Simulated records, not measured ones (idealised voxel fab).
The process module presented herein is designated voxel gate over fins.
Pictured: cross-section cut, 240 nm wide, on a grid of 5 nm square cells.
For the purposes of this document, a cross-section shall be understood as a grid of square cells, specified as bands listed in top-to-bottom order, each band consisting of one or more rows of cells. It is stipulated that each band's entry specify, in nanometres, the height of the top of the band and then that of its bottom, followed by the materials of the band in left-to-right sequence, each together with its width in nanometres. A single material marked by the word "full width" is understood to fill the band from edge to edge; the word "empty" is understood to denote empty space. We count height from 0. Below that, the starting wafer is all one material. The lowest band never ends at the bottom but goes on down; see "0..down" for how that is written. You'd read "30..40" like this: the band's top row of cells is as wide as the first number, its bottom row is as wide as the second, and going down, every row changes width by the same amount as the row before did. Where the words "identical to before" appear for a step, the cross-section shows no cell changed by that step; every cell remained as before. Under "Encapsulated voids" you'll find the enclosed gaps, the ones with no way out to the top, that are 8 cells or bigger; each reads width x height at distance, with distance counted from the left edge, everything in nm. Read whatever lies past the settings on a step's line as the simulator's own remark about the step. The optional step-line setting "overlay nm" applies to steps with a mask and quantifies how far to the right of its planned location the mask lay, a negative value indicating leftward placement.
-- Process steps - plan
1,RECEIVE,material Si
2,CONFORMAL_DEP,material SiN,thk nm 5
3,PATTERN,tone cover,mask id FINS,material resist,width nm 15,pitch nm 60,thk nm 20,overlay nm 0
4,DIRECTIONAL_ETCH,etch materials SiN,depth nm 5
5,DIRECTIONAL_ETCH,etch materials Si,depth nm 40
6,STRIP,etch materials resist
7,FILL_DEP,material SiO2,thk nm 10
8,CMP,height nm 5
9,MASKED_ETCH,tone open,mask id RAIL,width nm 15,etch materials SiO2,depth nm 40,overlay nm 0
10,CONFORMAL_DEP,material TiN,thk nm 5
11,FILL_DEP,material W,thk nm 10
12,CMP,height nm 5
13,SELECTIVE_ETCH,etch materials W Ru TiN,depth nm 30
14,FILL_DEP,material SiO2,thk nm 5
15,CMP,height nm 5
16,SELECTIVE_ETCH,etch materials SiO2,depth nm 20
17,STRIP,etch materials SiN
18,CONFORMAL_DEP,material HfO2,thk nm 5
19,CONFORMAL_DEP,material TiN,thk nm 5
20,FILL_DEP,material W,thk nm 10
21,CMP,height nm 15
22,CONFORMAL_DEP,material SiN,thk nm 10
-- Run as planned: first of two wafers
-- Step 1 complete: cross-section of the wafer as received
    0..down: Si full width
    Encapsulated voids: none
-- Upon completion of step 2, the wafer appears in cross-section as shown
    5..0: SiN full width
    At heights below 0, the structure remains unaltered.
-- Upon completion of step 3, the wafer appears in cross-section as shown
    25..5: empty: 20, then resist: 15, then empty: 45, then resist: 15, then empty: 45, then resist: 15, then empty: 45, then resist: 15, then empty: 25
    At heights below 5, the structure remains unaltered.
-- Upon completion of step 4, the wafer appears in cross-section as shown
    25..5: empty: 20, then resist: 15, then empty: 45, then resist: 15, then empty: 45, then resist: 15, then empty: 45, then resist: 15, then empty: 25
    5..0: empty: 20, then SiN: 15, then empty: 45, then SiN: 15, then empty: 45, then SiN: 15, then empty: 45, then SiN: 15, then empty: 25
    At heights below 0, the structure remains unaltered.
-- Upon completion of step 5, the wafer appears in cross-section as shown
    25..5: empty: 20, then resist: 15, then empty: 45, then resist: 15, then empty: 45, then resist: 15, then empty: 45, then resist: 15, then empty: 25
    5..0: empty: 20, then SiN: 15, then empty: 45, then SiN: 15, then empty: 45, then SiN: 15, then empty: 45, then SiN: 15, then empty: 25
    0..-40: empty: 20, then Si: 15, then empty: 45, then Si: 15, then empty: 45, then Si: 15, then empty: 45, then Si: 15, then empty: 25
    At heights below -40, the structure remains unaltered.
-- Upon completion of step 6, the wafer appears in cross-section as shown
    5..0: empty: 20, then SiN: 15, then empty: 45, then SiN: 15, then empty: 45, then SiN: 15, then empty: 45, then SiN: 15, then empty: 25
    At heights below 0, the structure remains unaltered.
-- Upon completion of step 7, the wafer appears in cross-section as shown
    15..5: SiO2 full width
    5..0: SiO2: 20, then SiN: 15, then SiO2: 45, then SiN: 15, then SiO2: 45, then SiN: 15, then SiO2: 45, then SiN: 15, then SiO2: 25
    0..-40: SiO2: 20, then Si: 15, then SiO2: 45, then Si: 15, then SiO2: 45, then Si: 15, then SiO2: 45, then Si: 15, then SiO2: 25
    At heights below -40, the structure remains unaltered.
-- Upon completion of step 8, the wafer appears in cross-section as shown
    5..0: SiO2: 20, then SiN: 15, then SiO2: 45, then SiN: 15, then SiO2: 45, then SiN: 15, then SiO2: 45, then SiN: 15, then SiO2: 25
    At heights below 0, the structure remains unaltered.
-- Upon completion of step 9, the wafer appears in cross-section as shown
    5..0: SiO2: 20, then SiN: 15, then SiO2: 15, then empty: 15, then SiO2: 15, then SiN: 15, then SiO2: 45, then SiN: 15, then SiO2: 45, then SiN: 15, then SiO2: 25
    0..-35: SiO2: 20, then Si: 15, then SiO2: 15, then empty: 15, then SiO2: 15, then Si: 15, then SiO2: 45, then Si: 15, then SiO2: 45, then Si: 15, then SiO2: 25
    At heights below -35, the structure remains unaltered.
-- Upon completion of step 10, the wafer appears in cross-section as shown
    10..5: TiN: 55, then empty: 5, then TiN: 180
    5..0: SiO2: 20, then SiN: 15, then SiO2: 15, then TiN: 5, then empty: 5, then TiN: 5, then SiO2: 15, then SiN: 15, then SiO2: 45, then SiN: 15, then SiO2: 45, then SiN: 15, then SiO2: 25
    0..-30: SiO2: 20, then Si: 15, then SiO2: 15, then TiN: 5, then empty: 5, then TiN: 5, then SiO2: 15, then Si: 15, then SiO2: 45, then Si: 15, then SiO2: 45, then Si: 15, then SiO2: 25
    -30..-35: SiO2: 20, then Si: 15, then SiO2: 15, then TiN: 15, then SiO2: 15, then Si: 15, then SiO2: 45, then Si: 15, then SiO2: 45, then Si: 15, then SiO2: 25
    At heights below -35, the structure remains unaltered.
-- Upon completion of step 11, the wafer appears in cross-section as shown
    20..10: W full width
    10..5: TiN: 55, then W: 5, then TiN: 180
    5..0: SiO2: 20, then SiN: 15, then SiO2: 15, then TiN: 5, then W: 5, then TiN: 5, then SiO2: 15, then SiN: 15, then SiO2: 45, then SiN: 15, then SiO2: 45, then SiN: 15, then SiO2: 25
    0..-30: SiO2: 20, then Si: 15, then SiO2: 15, then TiN: 5, then W: 5, then TiN: 5, then SiO2: 15, then Si: 15, then SiO2: 45, then Si: 15, then SiO2: 45, then Si: 15, then SiO2: 25
    At heights below -30, the structure remains unaltered.
-- Upon completion of step 12, the wafer appears in cross-section as shown
    5..0: SiO2: 20, then SiN: 15, then SiO2: 15, then TiN: 5, then W: 5, then TiN: 5, then SiO2: 15, then SiN: 15, then SiO2: 45, then SiN: 15, then SiO2: 45, then SiN: 15, then SiO2: 25
    At heights below 0, the structure remains unaltered.
-- Upon completion of step 13, the wafer appears in cross-section as shown
    5..0: SiO2: 20, then SiN: 15, then SiO2: 15, then empty: 15, then SiO2: 15, then SiN: 15, then SiO2: 45, then SiN: 15, then SiO2: 45, then SiN: 15, then SiO2: 25
    0..-25: SiO2: 20, then Si: 15, then SiO2: 15, then empty: 15, then SiO2: 15, then Si: 15, then SiO2: 45, then Si: 15, then SiO2: 45, then Si: 15, then SiO2: 25
    At heights below -25, the structure remains unaltered.
-- Upon completion of step 14, the wafer appears in cross-section as shown
    10..5: SiO2 full width
    5..0: SiO2: 20, then SiN: 15, then SiO2: 45, then SiN: 15, then SiO2: 45, then SiN: 15, then SiO2: 45, then SiN: 15, then SiO2: 25
    0..-25: SiO2: 20, then Si: 15, then SiO2: 45, then Si: 15, then SiO2: 45, then Si: 15, then SiO2: 45, then Si: 15, then SiO2: 25
    At heights below -25, the structure remains unaltered.
-- Upon completion of step 15, the wafer appears in cross-section as shown
    5..0: SiO2: 20, then SiN: 15, then SiO2: 45, then SiN: 15, then SiO2: 45, then SiN: 15, then SiO2: 45, then SiN: 15, then SiO2: 25
    At heights below 0, the structure remains unaltered.
-- Upon completion of step 16, the wafer appears in cross-section as shown
    5..0: empty: 20, then SiN: 15, then empty: 45, then SiN: 15, then empty: 45, then SiN: 15, then empty: 45, then SiN: 15, then empty: 25
    0..-15: empty: 20, then Si: 15, then empty: 45, then Si: 15, then empty: 45, then Si: 15, then empty: 45, then Si: 15, then empty: 25
    At heights below -15, the structure remains unaltered.
-- Upon completion of step 17, the wafer appears in cross-section as shown
    0..-15: empty: 20, then Si: 15, then empty: 45, then Si: 15, then empty: 45, then Si: 15, then empty: 45, then Si: 15, then empty: 25
    At heights below -15, the structure remains unaltered.
-- Upon completion of step 18, the wafer appears in cross-section as shown
    5..0: empty: 15, then HfO2: 25, then empty: 35, then HfO2: 25, then empty: 35, then HfO2: 25, then empty: 35, then HfO2: 25, then empty: 20
    0..-10: empty: 15, then HfO2: 5, then Si: 15, then HfO2: 5, then empty: 35, then HfO2: 5, then Si: 15, then HfO2: 5, then empty: 35, then HfO2: 5, then Si: 15, then HfO2: 5, then empty: 35, then HfO2: 5, then Si: 15, then HfO2: 5, then empty: 20
    -10..-15: HfO2: 20, then Si: 15, then HfO2: 45, then Si: 15, then HfO2: 45, then Si: 15, then HfO2: 45, then Si: 15, then HfO2: 25
    At heights below -15, the structure remains unaltered.
-- Upon completion of step 19, the wafer appears in cross-section as shown
    10..5: empty: 10, then TiN: 35, then empty: 25, then TiN: 35, then empty: 25, then TiN: 35, then empty: 25, then TiN: 35, then empty: 15
    5..0: empty: 10, then TiN: 5, then HfO2: 25, then TiN: 5, then empty: 25, then TiN: 5, then HfO2: 25, then TiN: 5, then empty: 25, then TiN: 5, then HfO2: 25, then TiN: 5, then empty: 25, then TiN: 5, then HfO2: 25, then TiN: 5, then empty: 15
    0..-5: empty: 10, then TiN: 5, then HfO2: 5, then Si: 15, then HfO2: 5, then TiN: 5, then empty: 25, then TiN: 5, then HfO2: 5, then Si: 15, then HfO2: 5, then TiN: 5, then empty: 25, then TiN: 5, then HfO2: 5, then Si: 15, then HfO2: 5, then TiN: 5, then empty: 25, then TiN: 5, then HfO2: 5, then Si: 15, then HfO2: 5, then TiN: 5, then empty: 15
    -5..-10: TiN: 15, then HfO2: 5, then Si: 15, then HfO2: 5, then TiN: 35, then HfO2: 5, then Si: 15, then HfO2: 5, then TiN: 35, then HfO2: 5, then Si: 15, then HfO2: 5, then TiN: 35, then HfO2: 5, then Si: 15, then HfO2: 5, then TiN: 20
    At heights below -10, the structure remains unaltered.
-- Upon completion of step 20, the wafer appears in cross-section as shown
    20..10: W full width
    10..5: W: 10, then TiN: 35, then W: 25, then TiN: 35, then W: 25, then TiN: 35, then W: 25, then TiN: 35, then W: 15
    5..0: W: 10, then TiN: 5, then HfO2: 25, then TiN: 5, then W: 25, then TiN: 5, then HfO2: 25, then TiN: 5, then W: 25, then TiN: 5, then HfO2: 25, then TiN: 5, then W: 25, then TiN: 5, then HfO2: 25, then TiN: 5, then W: 15
    0..-5: W: 10, then TiN: 5, then HfO2: 5, then Si: 15, then HfO2: 5, then TiN: 5, then W: 25, then TiN: 5, then HfO2: 5, then Si: 15, then HfO2: 5, then TiN: 5, then W: 25, then TiN: 5, then HfO2: 5, then Si: 15, then HfO2: 5, then TiN: 5, then W: 25, then TiN: 5, then HfO2: 5, then Si: 15, then HfO2: 5, then TiN: 5, then W: 15
    At heights below -5, the structure remains unaltered.
-- Upon completion of step 21, the wafer appears in cross-section as shown
    15..10: W full width
    At heights below 10, the structure remains unaltered.
-- Upon completion of step 22, the wafer appears in cross-section as shown
    25..15: SiN full width
    At heights below 15, the structure remains unaltered.
-- Second wafer, same starting state and plan as the first, one mistake in the run, identical through step 21
-- Look at the second wafer in cross-section at the time step 22 ought to have finished
    30..15: SiN full width
    At heights below 15, the structure remains unaltered.
So what did we get wrong on this run? contrary to plan, step 22 was performed as CONFORMAL_DEP,material SiN,thk nm 15
at the end the second wafer has, in cells: 48 more of SiN
